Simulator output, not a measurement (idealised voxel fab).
Process module name: voxel gate over fins
Section cut is 220 nm wide and gridded with 5 nm square cells.
Cross-section format: a grid of square cells, given as bands from top to bottom; each band is one or more rows of cells.
Heights first: top, then bottom, in nm. Then materials, left to right, each with a width in nm. "throughout" on a single material: fills the band edge to edge. "empty": empty space.
Heads up on the height convention: 0 is the point under which the incoming wafer is all one material, and the lowest band has no bottom, it just keeps going down, like "0 nm and below".
The notation "30 to 40" denotes a width that varies across the rows of cells in the band, beginning at the first number in the top row, finishing at the second number in the bottom row, and changing by an identical amount from each row to the next.
A step reported as "remains unaltered" is a step in which no cell of the cross-section changed.
Closed empty spaces (no open way to the top) of 8 cells or more are what "Closed void list" lists, each as width x height at distance from the left edge, nm for all three.
Read whatever lies past the settings on a step's line as the simulator's own remark about the step.
A step line may carry the setting "overlay nm", which, for steps involving a mask, states the distance by which the mask lay to the right of its intended position; negative values denote displacement to the left.
-- These are the steps we planned for the process
1: RECEIVE,material Si
2: CONFORMAL_DEP,material SiN,thk nm 5
3: DIRECTIONAL_DEP,material aC,thk nm 10
4: PATTERN,tone cover,mask id FINS,material resist,width nm 15,pitch nm 40,thk nm 25,overlay nm 0
5: DIRECTIONAL_ETCH,etch materials aC,depth nm 10
6: STRIP,etch materials resist
7: DIRECTIONAL_ETCH,etch materials SiN,depth nm 5
8: DIRECTIONAL_ETCH,etch materials Si,depth nm 30
9: STRIP,etch materials aC
10: FILL_DEP,material SiO2,thk nm 10
11: CMP,height nm 5
12: SELECTIVE_ETCH,etch materials SiO2,depth nm 20
13: STRIP,etch materials SiN
14: CONFORMAL_DEP,material HfO2,thk nm 5
15: CONFORMAL_DEP,material TiN,thk nm 5
16: FILL_DEP,material W,thk nm 15
17: CMP,height nm 20
18: CONFORMAL_DEP,material SiN,thk nm 5
-- Account of the first of two wafers, which was processed as intended
-- Cross-sectional view of the wafer in its as-received condition, corresponding to the state after step 1
  0 nm and below: Si throughout
  Closed void list: none
-- Cross-sectional representation of the wafer at the conclusion of step 2
  5 nm to 0 nm: SiN throughout
  Unchanged below 0.
-- Cross-sectional representation of the wafer at the conclusion of step 3
  15 nm to 5 nm: aC throughout
  Unchanged below 5.
-- Cross-sectional representation of the wafer at the conclusion of step 4
  40 nm to 15 nm: 80 of empty | 15 of resist | 25 of empty | 15 of resist | 85 of empty
  Unchanged below 15.
-- Cross-sectional representation of the wafer at the conclusion of step 5
  30 nm to 15 nm: 80 of empty | 15 of resist | 25 of empty | 15 of resist | 85 of empty
  15 nm to 5 nm: 80 of empty | 15 of aC | 25 of empty | 15 of aC | 85 of empty
  Unchanged below 5.
-- Cross-sectional representation of the wafer at the conclusion of step 6
  15 nm to 5 nm: 80 of empty | 15 of aC | 25 of empty | 15 of aC | 85 of empty
  Unchanged below 5.
-- Cross-sectional representation of the wafer at the conclusion of step 7
  15 nm to 5 nm: 80 of empty | 15 of aC | 25 of empty | 15 of aC | 85 of empty
  5 nm to 0 nm: 80 of empty | 15 of SiN | 25 of empty | 15 of SiN | 85 of empty
  Unchanged below 0.
-- Cross-sectional representation of the wafer at the conclusion of step 8
  15 nm to 5 nm: 80 of empty | 15 of aC | 25 of empty | 15 of aC | 85 of empty
  5 nm to 0 nm: 80 of empty | 15 of SiN | 25 of empty | 15 of SiN | 85 of empty
  0 nm to -30 nm: 80 of empty | 15 of Si | 25 of empty | 15 of Si | 85 of empty
  Unchanged below -30.
-- Cross-sectional representation of the wafer at the conclusion of step 9
  5 nm to 0 nm: 80 of empty | 15 of SiN | 25 of empty | 15 of SiN | 85 of empty
  Unchanged below 0.
-- Cross-sectional representation of the wafer at the conclusion of step 10
  15 nm to 5 nm: SiO2 throughout
  5 nm to 0 nm: 80 of SiO2 | 15 of SiN | 25 of SiO2 | 15 of SiN | 85 of SiO2
  0 nm to -30 nm: 80 of SiO2 | 15 of Si | 25 of SiO2 | 15 of Si | 85 of SiO2
  Unchanged below -30.
-- Cross-sectional representation of the wafer at the conclusion of step 11
  5 nm to 0 nm: 80 of SiO2 | 15 of SiN | 25 of SiO2 | 15 of SiN | 85 of SiO2
  Unchanged below 0.
-- Cross-sectional representation of the wafer at the conclusion of step 12
  5 nm to 0 nm: 80 of empty | 15 of SiN | 25 of empty | 15 of SiN | 85 of empty
  0 nm to -15 nm: 80 of empty | 15 of Si | 25 of empty | 15 of Si | 85 of empty
  Unchanged below -15.
-- Cross-sectional representation of the wafer at the conclusion of step 13
  0 nm to -15 nm: 80 of empty | 15 of Si | 25 of empty | 15 of Si | 85 of empty
  Unchanged below -15.
-- Cross-sectional representation of the wafer at the conclusion of step 14
  5 nm to 0 nm: 75 of empty | 25 of HfO2 | 15 of empty | 25 of HfO2 | 80 of empty
  0 nm to -10 nm: 75 of empty | 5 of HfO2 | 15 of Si | 5 of HfO2 | 15 of empty | 5 of HfO2 | 15 of Si | 5 of HfO2 | 80 of empty
  -10 nm to -15 nm: 80 of HfO2 | 15 of Si | 25 of HfO2 | 15 of Si | 85 of HfO2
  Unchanged below -15.
-- Cross-sectional representation of the wafer at the conclusion of step 15
  10 nm to 5 nm: 70 of empty | 35 of TiN | 5 of empty | 35 of TiN | 75 of empty
  5 nm to 0 nm: 70 of empty | 5 of TiN | 25 of HfO2 | 5 of TiN | 5 of empty | 5 of TiN | 25 of HfO2 | 5 of TiN | 75 of empty
  0 nm to -5 nm: 70 of empty | 5 of TiN | 5 of HfO2 | 15 of Si | 5 of HfO2 | 5 of TiN | 5 of empty | 5 of TiN | 5 of HfO2 | 15 of Si | 5 of HfO2 | 5 of TiN | 75 of empty
  -5 nm to -10 nm: 75 of TiN | 5 of HfO2 | 15 of Si | 5 of HfO2 | 15 of TiN | 5 of HfO2 | 15 of Si | 5 of HfO2 | 80 of TiN
  Unchanged below -10.
-- Cross-sectional representation of the wafer at the conclusion of step 16
  25 nm to 10 nm: W throughout
  10 nm to 5 nm: 70 of W | 35 of TiN | 5 of W | 35 of TiN | 75 of W
  5 nm to 0 nm: 70 of W | 5 of TiN | 25 of HfO2 | 5 of TiN | 5 of W | 5 of TiN | 25 of HfO2 | 5 of TiN | 75 of W
  0 nm to -5 nm: 70 of W | 5 of TiN | 5 of HfO2 | 15 of Si | 5 of HfO2 | 5 of TiN | 5 of W | 5 of TiN | 5 of HfO2 | 15 of Si | 5 of HfO2 | 5 of TiN | 75 of W
  Unchanged below -5.
-- Cross-sectional representation of the wafer at the conclusion of step 17
  20 nm to 10 nm: W throughout
  Unchanged below 10.
-- Cross-sectional representation of the wafer at the conclusion of step 18
  25 nm to 20 nm: SiN throughout
  Unchanged below 20.
-- Second wafer. Start and plan as for the first. One mistake made in running. Agrees with the first up to and including step 10
-- Cross-sectional view of the second wafer at the intended end time of process step 11
  -5 nm to -30 nm: 80 of SiO2 | 15 of Si | 25 of SiO2 | 15 of Si | 85 of SiO2
  Unchanged below -30.
-- Cross-sectional view of the second wafer at the intended end time of process step 12
  -5 nm to -25 nm: 80 of empty | 15 of Si | 25 of empty | 15 of Si | 85 of empty
  Unchanged below -25.
Cross-sectional view of the second wafer at the intended end time of process step 13: remains unaltered
-- Cross-sectional view of the second wafer at the intended end time of process step 14
  0 nm to -5 nm: 75 of empty | 25 of HfO2 | 15 of empty | 25 of HfO2 | 80 of empty
  -5 nm to -20 nm: 75 of empty | 5 of HfO2 | 15 of Si | 5 of HfO2 | 15 of empty | 5 of HfO2 | 15 of Si | 5 of HfO2 | 80 of empty
  -20 nm to -25 nm: 80 of HfO2 | 15 of Si | 25 of HfO2 | 15 of Si | 85 of HfO2
  Unchanged below -25.
-- Cross-sectional view of the second wafer at the intended end time of process step 15
  5 nm to 0 nm: 70 of empty | 35 of TiN | 5 of empty | 35 of TiN | 75 of empty
  0 nm to -5 nm: 70 of empty | 5 of TiN | 25 of HfO2 | 5 of TiN | 5 of empty | 5 of TiN | 25 of HfO2 | 5 of TiN | 75 of empty
  -5 nm to -15 nm: 70 of empty | 5 of TiN | 5 of HfO2 | 15 of Si | 5 of HfO2 | 5 of TiN | 5 of empty | 5 of TiN | 5 of HfO2 | 15 of Si | 5 of HfO2 | 5 of TiN | 75 of empty
  -15 nm to -20 nm: 75 of TiN | 5 of HfO2 | 15 of Si | 5 of HfO2 | 15 of TiN | 5 of HfO2 | 15 of Si | 5 of HfO2 | 80 of TiN
  Unchanged below -20.
-- Cross-sectional view of the second wafer at the intended end time of process step 16
  20 nm to 5 nm: W throughout
  5 nm to 0 nm: 70 of W | 35 of TiN | 5 of W | 35 of TiN | 75 of W
  0 nm to -5 nm: 70 of W | 5 of TiN | 25 of HfO2 | 5 of TiN | 5 of W | 5 of TiN | 25 of HfO2 | 5 of TiN | 75 of W
  -5 nm to -15 nm: 70 of W | 5 of TiN | 5 of HfO2 | 15 of Si | 5 of HfO2 | 5 of TiN | 5 of W | 5 of TiN | 5 of HfO2 | 15 of Si | 5 of HfO2 | 5 of TiN | 75 of W
  Unchanged below -15.
Cross-sectional view of the second wafer at the intended end time of process step 17: remains unaltered
-- Cross-sectional view of the second wafer at the intended end time of process step 18
  25 nm to 20 nm: SiN throughout
  Unchanged below 20.
Processing error: step 11 went in with a setting other than planned; the actual run was CMP,height nm -5
Looking at both finished wafers in cells, the second ends up ahead of or behind the first on some materials: HfO2 +4; Si -6; SiO2 -76; TiN +4; W +74
